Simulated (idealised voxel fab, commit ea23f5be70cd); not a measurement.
Herein follows the process module entitled voxel air gaps.
The width of the displayed cross-section, cut, is 270 nm; its cells are square, with a size of 5 nm.
Cross-sections here: square-cell grids, written as top-down lists of bands, a band being one or more rows of cells. This entry defines a band. It first specifies the height of the band's top and the height of its bottom in nm, and then specifies the band's materials from left to right, stating each material with its width in nm. The word "edge to edge" identifies a single material that fills the band from edge to edge, while the word "empty" identifies empty space. Heads up on the height convention: 0 is the point under which the incoming wafer is all one material, and the lowest band has no bottom, it just keeps going down, like "top 0, no bottom". Top row gets the first number, bottom row gets the second, and each row in between changes by the same step: that is how a band width like "30->40" works. Basically "everything unchanged" means that step didn't change any cell in the cross-section. "Enclosed void listing" specifies each empty space that is not open to the top and that occupies no fewer than 8 cells, using the form width x height at distance, the distance measured from the left edge and all three quantities in nm. Text after the settings on a step's line: the simulator's own remark on that step. overlay nm: mask offset rightward from planned place, masked step; negative means leftward offset.

These are the steps we planned for the process
1. RECEIVE, material Si
2. CONFORMAL_DEP, material SiO2, thk nm 10
3. CONFORMAL_DEP, material SiN, thk nm 5
4. DIRECTIONAL_DEP, material SiO2, thk nm 35
5. MASKED_ETCH, tone open, mask id LINES, width nm 20, pitch nm 45, etch materials SiO2, depth nm 35, overlay nm 0
6. CONFORMAL_DEP, material TiN, thk nm 5
7. FILL_DEP, material W, thk nm 5
8. CMP, height nm 50
9. EPI, material Ru, thk nm 10
10. SELECTIVE_ETCH, etch materials SiO2, depth nm 45
11. CONFORMAL_DEP, material SiCN, thk nm 5

Cross-section: wafer on arrival = after step 1
- top 0, no bottom  Si edge to edge
- Enclosed void listing: none

Sectioned view, first of two wafers, at the close of the module, processed as intended in the plan
- top 65, bottom 60  40 empty  185 SiCN  45 empty
- top 60, bottom 50  40 empty  5 SiCN  40 Ru  5 SiCN  40 Ru  5 SiCN  40 Ru  5 SiCN  40 Ru  5 SiCN  45 empty
- top 50, bottom 45  40 empty  15 SiCN  5 TiN  10 W  5 TiN  25 SiCN  5 TiN  10 W  5 TiN  25 SiCN  5 TiN  10 W  5 TiN  25 SiCN  5 TiN  10 W  5 TiN  15 SiCN  45 empty
- top 45, bottom 20  50 empty  5 SiCN  5 TiN  10 W  5 TiN  5 SiCN  15 empty  5 SiCN  5 TiN  10 W  5 TiN  5 SiCN  15 empty  5 SiCN  5 TiN  10 W  5 TiN  5 SiCN  15 empty  5 SiCN  5 TiN  10 W  5 TiN  5 SiCN  55 empty
- top 20, bottom 15  55 SiCN  20 TiN  25 SiCN  20 TiN  25 SiCN  20 TiN  25 SiCN  20 TiN  60 SiCN
- top 15, bottom 10  SiN edge to edge
- top 10, bottom 0  SiO2 edge to edge
- top 0, no bottom  Si edge to edge
- Enclosed void listing: 15 x 25 at 80; 15 x 25 at 125; 15 x 25 at 170

Here's the second of our two wafers sectioned at module end. Same start as the first, same plan, but one mistake got made running it
- top 75, bottom 70  30 empty  205 SiCN  35 empty
- top 70, bottom 50  30 empty  5 SiCN  195 Ru  5 SiCN  35 empty
- top 50, bottom 45  30 empty  25 SiCN  5 TiN  10 W  5 TiN  25 SiO2  5 TiN  10 W  5 TiN  25 SiO2  5 TiN  10 W  5 TiN  25 SiO2  5 TiN  10 W  5 TiN  25 SiCN  35 empty
- top 45, bottom 20  50 empty  5 SiCN  5 TiN  10 W  5 TiN  25 SiO2  5 TiN  10 W  5 TiN  25 SiO2  5 TiN  10 W  5 TiN  25 SiO2  5 TiN  10 W  5 TiN  5 SiCN  55 empty
- top 20, bottom 15  55 SiCN  20 TiN  25 SiO2  20 TiN  25 SiO2  20 TiN  25 SiO2  20 TiN  60 SiCN
- top 15, bottom 10  SiN edge to edge
- top 10, bottom 0  SiO2 edge to edge
- top 0, no bottom  Si edge to edge
- Enclosed void listing: none
In executing the process, a mistake was made relative to the plan: in the plan, step 9 was performed twice
The second wafer ends with more or fewer cells of some materials than the first, per final count: Ru +92; SiCN -54; SiO2 +105
By the end, 3 closed voids are present in the first wafer and 0 in the second.
